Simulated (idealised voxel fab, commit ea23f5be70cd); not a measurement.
You're looking at the process module voxel wiring stack.
Xsec cut, 200 nm wide, square cell size 5 nm.
Reading order for cross-sections: top band down to bottom band. Underlying form: a grid of square cells. Band size: one or more rows of cells. What a band's entry tells you: where the top is and where the bottom is, as heights in nm, and after that what lies inside, material by material from left to right, each with its width in nm. Empty space is written as the word "blank", and a single material marked with the word "edge to edge" occupies the band from edge to edge. Ref level 0: as-received wafer is one material below here. Bottom band extends down with no lower bound ("0 nm and below"). The two numbers in a width such as "30 to 40" mark its ends across the band: the first belongs to the top row of cells, the second to the bottom row, and from each row to the next the width moves by the same amount. Step marked "no change"? Then no cell in the cross-section changed in it. "Trapped voids" specifies each empty space that is not open to the top and that occupies no fewer than 8 cells, using the form width x height at distance, the distance measured from the left edge and all three quantities in nm. Where a step's line continues beyond its settings, the continuation is a remark by the simulator itself on that step. Each step line may optionally specify "overlay nm", which for a step with a mask gives the rightward distance between the mask's planned place and where it lay, a negative value indicating the leftward direction.

## The planned process steps are enumerated hereunder
step 1: RECEIVE (material Si)
step 2: CONFORMAL_DEP (material SiO2; thk nm 15)
step 3: DIRECTIONAL_DEP (material TiN; thk nm 5)
step 4: DIRECTIONAL_DEP (material Ru; thk nm 15)
step 5: MASKED_ETCH (tone cover; mask id METAL_1; width nm 30; pitch nm 60; etch materials Ru; depth nm 15; overlay nm 0)
step 6: MASKED_ETCH (tone cover; mask id METAL_1; width nm 30; pitch nm 60; etch materials TiN; depth nm 5; overlay nm 0)
step 7: FILL_DEP (material lowk; thk nm 5)
step 8: CMP (height nm 35)
step 9: CONFORMAL_DEP (material SiCN; thk nm 5)
step 10: DIRECTIONAL_DEP (material lowk; thk nm 20)
step 11: PATTERN (tone open; mask id PLUG_1; material resist; width nm 15; pitch nm 60; thk nm 15; overlay nm 0)
step 12: DIRECTIONAL_ETCH (etch materials lowk; depth nm 20)
step 13: DIRECTIONAL_ETCH (etch materials SiCN; depth nm 5)
step 14: STRIP (etch materials resist)
step 15: CONFORMAL_DEP (material TiN; thk nm 5)
step 16: FILL_DEP (material Cu; thk nm 5)
step 17: CMP (height nm 60)
step 18: DIRECTIONAL_DEP (material TiN; thk nm 5)
step 19: DIRECTIONAL_DEP (material W; thk nm 15)
step 20: PATTERN (tone cover; mask id METAL_2; material resist; width nm 30; pitch nm 60; thk nm 20; overlay nm 0)
step 21: DIRECTIONAL_ETCH (etch materials W; depth nm 15)
step 22: DIRECTIONAL_ETCH (etch materials TiN; depth nm 5)
step 23: STRIP (etch materials resist)
step 24: CONFORMAL_DEP (material SiCN; thk nm 5)
step 25: FILL_DEP (material lowk; thk nm 10)
step 26: CMP (height nm 80)
step 27: CONFORMAL_DEP (material SiCN; thk nm 5)
step 28: DIRECTIONAL_DEP (material SiO2; thk nm 20)
step 29: MASKED_ETCH (tone open; mask id PLUG_2; width nm 15; pitch nm 60; etch materials SiO2; depth nm 20; overlay nm 0)
step 30: MASKED_ETCH (tone open; mask id PLUG_2; width nm 15; pitch nm 60; etch materials SiCN; depth nm 5; overlay nm 0)
step 31: EPI (material Ru; thk nm 10)
step 32: EPI (material Ru; thk nm 10)
step 33: EPI (material Ru; thk nm 5)
step 34: DIRECTIONAL_DEP (material TiN; thk nm 5)
step 35: DIRECTIONAL_DEP (material W; thk nm 25)
step 36: MASKED_ETCH (tone cover; mask id METAL_3; width nm 30; pitch nm 60; etch materials W; depth nm 25; overlay nm 0)
step 37: MASKED_ETCH (tone cover; mask id METAL_3; width nm 30; pitch nm 60; etch materials TiN; depth nm 5; overlay nm 0)
step 38: CONFORMAL_DEP (material SiN; thk nm 5)
step 39: FILL_DEP (material lowk; thk nm 10)
step 40: CMP (height nm 135)
step 41: CONFORMAL_DEP (material SiN; thk nm 5)

## Below: the first of two wafers, run as planned

## Wafer cross-section on receipt, i.e. after step 1
  0 nm and below  Si edge to edge
  Trapped voids: none

## So this is the wafer cross-section right after step 2
  15 nm to 0 nm  SiO2 edge to edge
  Everything under 0 stays put, no change at all.

## So this is the wafer cross-section right after step 3
  20 nm to 15 nm  TiN edge to edge
  Everything under 15 stays put, no change at all.

## So this is the wafer cross-section right after step 4
  35 nm to 20 nm  Ru edge to edge
  Everything under 20 stays put, no change at all.

## So this is the wafer cross-section right after step 5
  35 nm to 20 nm  55 of blank / 30 of Ru / 30 of blank / 30 of Ru / 55 of blank
  Everything under 20 stays put, no change at all.

## So this is the wafer cross-section right after step 6
  35 nm to 20 nm  55 of blank / 30 of Ru / 30 of blank / 30 of Ru / 55 of blank
  20 nm to 15 nm  55 of blank / 30 of TiN / 30 of blank / 30 of TiN / 55 of blank
  Everything under 15 stays put, no change at all.

## So this is the wafer cross-section right after step 7
  40 nm to 35 nm  lowk edge to edge
  35 nm to 20 nm  55 of lowk / 30 of Ru / 30 of lowk / 30 of Ru / 55 of lowk
  20 nm to 15 nm  55 of lowk / 30 of TiN / 30 of lowk / 30 of TiN / 55 of lowk
  Everything under 15 stays put, no change at all.

## So this is the wafer cross-section right after step 8
  35 nm to 20 nm  55 of lowk / 30 of Ru / 30 of lowk / 30 of Ru / 55 of lowk
  Everything under 20 stays put, no change at all.

## So this is the wafer cross-section right after step 9
  40 nm to 35 nm  SiCN edge to edge
  Everything under 35 stays put, no change at all.

## So this is the wafer cross-section right after step 10
  60 nm to 40 nm  lowk edge to edge
  Everything under 40 stays put, no change at all.

## So this is the wafer cross-section right after step 11
  75 nm to 60 nm  55 of resist / 15 of blank / 45 of resist / 15 of blank / 70 of resist
  Everything under 60 stays put, no change at all.

## So this is the wafer cross-section right after step 12
  75 nm to 60 nm  55 of resist / 15 of blank / 45 of resist / 15 of blank / 70 of resist
  60 nm to 40 nm  55 of lowk / 15 of blank / 45 of lowk / 15 of blank / 70 of lowk
  Everything under 40 stays put, no change at all.

## So this is the wafer cross-section right after step 13
  75 nm to 60 nm  55 of resist / 15 of blank / 45 of resist / 15 of blank / 70 of resist
  60 nm to 40 nm  55 of lowk / 15 of blank / 45 of lowk / 15 of blank / 70 of lowk
  40 nm to 35 nm  55 of SiCN / 15 of blank / 45 of SiCN / 15 of blank / 70 of SiCN
  Everything under 35 stays put, no change at all.

## So this is the wafer cross-section right after step 14
  60 nm to 40 nm  55 of lowk / 15 of blank / 45 of lowk / 15 of blank / 70 of lowk
  Everything under 40 stays put, no change at all.

## So this is the wafer cross-section right after step 15
  65 nm to 60 nm  60 of TiN / 5 of blank / 55 of TiN / 5 of blank / 75 of TiN
  60 nm to 40 nm  55 of lowk / 5 of TiN / 5 of blank / 5 of TiN / 45 of lowk / 5 of TiN / 5 of blank / 5 of TiN / 70 of lowk
  40 nm to 35 nm  55 of SiCN / 15 of TiN / 45 of SiCN / 15 of TiN / 70 of SiCN
  Everything under 35 stays put, no change at all.

## So this is the wafer cross-section right after step 16
  70 nm to 65 nm  Cu edge to edge
  65 nm to 60 nm  60 of TiN / 5 of Cu / 55 of TiN / 5 of Cu / 75 of TiN
  60 nm to 40 nm  55 of lowk / 5 of TiN / 5 of Cu / 5 of TiN / 45 of lowk / 5 of TiN / 5 of Cu / 5 of TiN / 70 of lowk
  Everything under 40 stays put, no change at all.

## So this is the wafer cross-section right after step 17
  60 nm to 40 nm  55 of lowk / 5 of TiN / 5 of Cu / 5 of TiN / 45 of lowk / 5 of TiN / 5 of Cu / 5 of TiN / 70 of lowk
  Everything under 40 stays put, no change at all.

## So this is the wafer cross-section right after step 18
  65 nm to 60 nm  TiN edge to edge
  Everything under 60 stays put, no change at all.

## So this is the wafer cross-section right after step 19
  80 nm to 65 nm  W edge to edge
  Everything under 65 stays put, no change at all.

## So this is the wafer cross-section right after step 20
  100 nm to 80 nm  55 of blank / 30 of resist / 30 of blank / 30 of resist / 55 of blank
  Everything under 80 stays put, no change at all.

## So this is the wafer cross-section right after step 21
  100 nm to 80 nm  55 of blank / 30 of resist / 30 of blank / 30 of resist / 55 of blank
  80 nm to 65 nm  55 of blank / 30 of W / 30 of blank / 30 of W / 55 of blank
  Everything under 65 stays put, no change at all.

## So this is the wafer cross-section right after step 22
  100 nm to 80 nm  55 of blank / 30 of resist / 30 of blank / 30 of resist / 55 of blank
  80 nm to 65 nm  55 of blank / 30 of W / 30 of blank / 30 of W / 55 of blank
  65 nm to 60 nm  55 of blank / 30 of TiN / 30 of blank / 30 of TiN / 55 of blank
  Everything under 60 stays put, no change at all.

## So this is the wafer cross-section right after step 23
  80 nm to 65 nm  55 of blank / 30 of W / 30 of blank / 30 of W / 55 of blank
  Everything under 65 stays put, no change at all.

## So this is the wafer cross-section right after step 24
  85 nm to 80 nm  50 of blank / 40 of SiCN / 20 of blank / 40 of SiCN / 50 of blank
  80 nm to 65 nm  50 of blank / 5 of SiCN / 30 of W / 5 of SiCN / 20 of blank / 5 of SiCN / 30 of W / 5 of SiCN / 50 of blank
  65 nm to 60 nm  55 of SiCN / 30 of TiN / 30 of SiCN / 30 of TiN / 55 of SiCN
  Everything under 60 stays put, no change at all.

## So this is the wafer cross-section right after step 25
  95 nm to 85 nm  lowk edge to edge
  85 nm to 80 nm  50 of lowk / 40 of SiCN / 20 of lowk / 40 of SiCN / 50 of lowk
  80 nm to 65 nm  50 of lowk / 5 of SiCN / 30 of W / 5 of SiCN / 20 of lowk / 5 of SiCN / 30 of W / 5 of SiCN / 50 of lowk
  Everything under 65 stays put, no change at all.

## So this is the wafer cross-section right after step 26
  80 nm to 65 nm  50 of lowk / 5 of SiCN / 30 of W / 5 of SiCN / 20 of lowk / 5 of SiCN / 30 of W / 5 of SiCN / 50 of lowk
  Everything under 65 stays put, no change at all.

## So this is the wafer cross-section right after step 27
  85 nm to 80 nm  SiCN edge to edge
  Everything under 80 stays put, no change at all.

## So this is the wafer cross-section right after step 28
  105 nm to 85 nm  SiO2 edge to edge
  Everything under 85 stays put, no change at all.

## So this is the wafer cross-section right after step 29
  105 nm to 85 nm  55 of SiO2 / 15 of blank / 45 of SiO2 / 15 of blank / 70 of SiO2
  Everything under 85 stays put, no change at all.

## So this is the wafer cross-section right after step 30
  105 nm to 85 nm  55 of SiO2 / 15 of blank / 45 of SiO2 / 15 of blank / 70 of SiO2
  85 nm to 80 nm  55 of SiCN / 15 of blank / 45 of SiCN / 15 of blank / 70 of SiCN
  Everything under 80 stays put, no change at all.

## So this is the wafer cross-section right after step 31
  105 nm to 90 nm  55 of SiO2 / 15 of blank / 45 of SiO2 / 15 of blank / 70 of SiO2
  90 nm to 85 nm  55 of SiO2 / 15 of Ru / 45 of SiO2 / 15 of Ru / 70 of SiO2
  85 nm to 80 nm  55 of SiCN / 15 of Ru / 45 of SiCN / 15 of Ru / 70 of SiCN
  Everything under 80 stays put, no change at all.

## So this is the wafer cross-section right after step 32
  105 nm to 100 nm  55 of SiO2 / 15 of blank / 45 of SiO2 / 15 of blank / 70 of SiO2
  100 nm to 85 nm  55 of SiO2 / 15 of Ru / 45 of SiO2 / 15 of Ru / 70 of SiO2
  Everything under 85 stays put, no change at all.

## So this is the wafer cross-section right after step 33
  105 nm to 85 nm  55 of SiO2 / 15 of Ru / 45 of SiO2 / 15 of Ru / 70 of SiO2
  Everything under 85 stays put, no change at all.

## So this is the wafer cross-section right after step 34
  110 nm to 105 nm  TiN edge to edge
  Everything under 105 stays put, no change at all.

## So this is the wafer cross-section right after step 35
  135 nm to 110 nm  W edge to edge
  Everything under 110 stays put, no change at all.

## So this is the wafer cross-section right after step 36
  135 nm to 110 nm  55 of blank / 30 of W / 30 of blank / 30 of W / 55 of blank
  Everything under 110 stays put, no change at all.

## So this is the wafer cross-section right after step 37
  135 nm to 110 nm  55 of blank / 30 of W / 30 of blank / 30 of W / 55 of blank
  110 nm to 105 nm  55 of blank / 30 of TiN / 30 of blank / 30 of TiN / 55 of blank
  Everything under 105 stays put, no change at all.

## So this is the wafer cross-section right after step 38
  140 nm to 135 nm  50 of blank / 40 of SiN / 20 of blank / 40 of SiN / 50 of blank
  135 nm to 110 nm  50 of blank / 5 of SiN / 30 of W / 5 of SiN / 20 of blank / 5 of SiN / 30 of W / 5 of SiN / 50 of blank
  110 nm to 105 nm  55 of SiN / 30 of TiN / 30 of SiN / 30 of TiN / 55 of SiN
  Everything under 105 stays put, no change at all.

## So this is the wafer cross-section right after step 39
  150 nm to 140 nm  lowk edge to edge
  140 nm to 135 nm  50 of lowk / 40 of SiN / 20 of lowk / 40 of SiN / 50 of lowk
  135 nm to 110 nm  50 of lowk / 5 of SiN / 30 of W / 5 of SiN / 20 of lowk / 5 of SiN / 30 of W / 5 of SiN / 50 of lowk
  Everything under 110 stays put, no change at all.

## So this is the wafer cross-section right after step 40
  135 nm to 110 nm  50 of lowk / 5 of SiN / 30 of W / 5 of SiN / 20 of lowk / 5 of SiN / 30 of W / 5 of SiN / 50 of lowk
  Everything under 110 stays put, no change at all.

## So this is the wafer cross-section right after step 41
  140 nm to 135 nm  SiN edge to edge
  Everything under 135 stays put, no change at all.

## Second wafer, same starting conditions and recipe as the first, one mistake in executing it, nothing differs from the first up to and including step 35

## Second wafer cross-section, taken as of the time the plan sets for step 36 to be done
  135 nm to 110 nm  60 of blank / 20 of W / 40 of blank / 20 of W / 60 of blank
  Everything under 110 stays put, no change at all.

## Second wafer cross-section, taken as of the time the plan sets for step 37 to be done
  135 nm to 110 nm  60 of blank / 20 of W / 40 of blank / 20 of W / 60 of blank
  110 nm to 105 nm  55 of blank / 30 of TiN / 30 of blank / 30 of TiN / 55 of blank
  Everything under 105 stays put, no change at all.

## Second wafer cross-section, taken as of the time the plan sets for step 38 to be done
  140 nm to 135 nm  55 of blank / 30 of SiN / 30 of blank / 30 of SiN / 55 of blank
  135 nm to 115 nm  55 of blank / 5 of SiN / 20 of W / 5 of SiN / 30 of blank / 5 of SiN / 20 of W / 5 of SiN / 55 of blank
  115 nm to 110 nm  50 of blank / 10 of SiN / 20 of W / 10 of SiN / 20 of blank / 10 of SiN / 20 of W / 10 of SiN / 50 of blank
  110 nm to 105 nm  55 of SiN / 30 of TiN / 30 of SiN / 30 of TiN / 55 of SiN
  Everything under 105 stays put, no change at all.

## Second wafer cross-section, taken as of the time the plan sets for step 39 to be done
  150 nm to 140 nm  lowk edge to edge
  140 nm to 135 nm  55 of lowk / 30 of SiN / 30 of lowk / 30 of SiN / 55 of lowk
  135 nm to 115 nm  55 of lowk / 5 of SiN / 20 of W / 5 of SiN / 30 of lowk / 5 of SiN / 20 of W / 5 of SiN / 55 of lowk
  115 nm to 110 nm  50 of lowk / 10 of SiN / 20 of W / 10 of SiN / 20 of lowk / 10 of SiN / 20 of W / 10 of SiN / 50 of lowk
  Everything under 110 stays put, no change at all.

## Second wafer cross-section, taken as of the time the plan sets for step 40 to be done
  135 nm to 115 nm  55 of lowk / 5 of SiN / 20 of W / 5 of SiN / 30 of lowk / 5 of SiN / 20 of W / 5 of SiN / 55 of lowk
  Everything under 115 stays put, no change at all.

## Second wafer cross-section, taken as of the time the plan sets for step 41 to be done
  140 nm to 135 nm  SiN edge to edge
  Everything under 135 stays put, no change at all.
Here's what went sideways: contrary to plan, step 36 was performed as MASKED_ETCH (tone cover; mask id METAL_3; width nm 20; pitch nm 60; etch materials W; depth nm 25; overlay nm 0)
Per the end-of-run cell counts, the second wafer holds more or fewer of some materials than the first: SiN +4 | W -20 | lowk +16
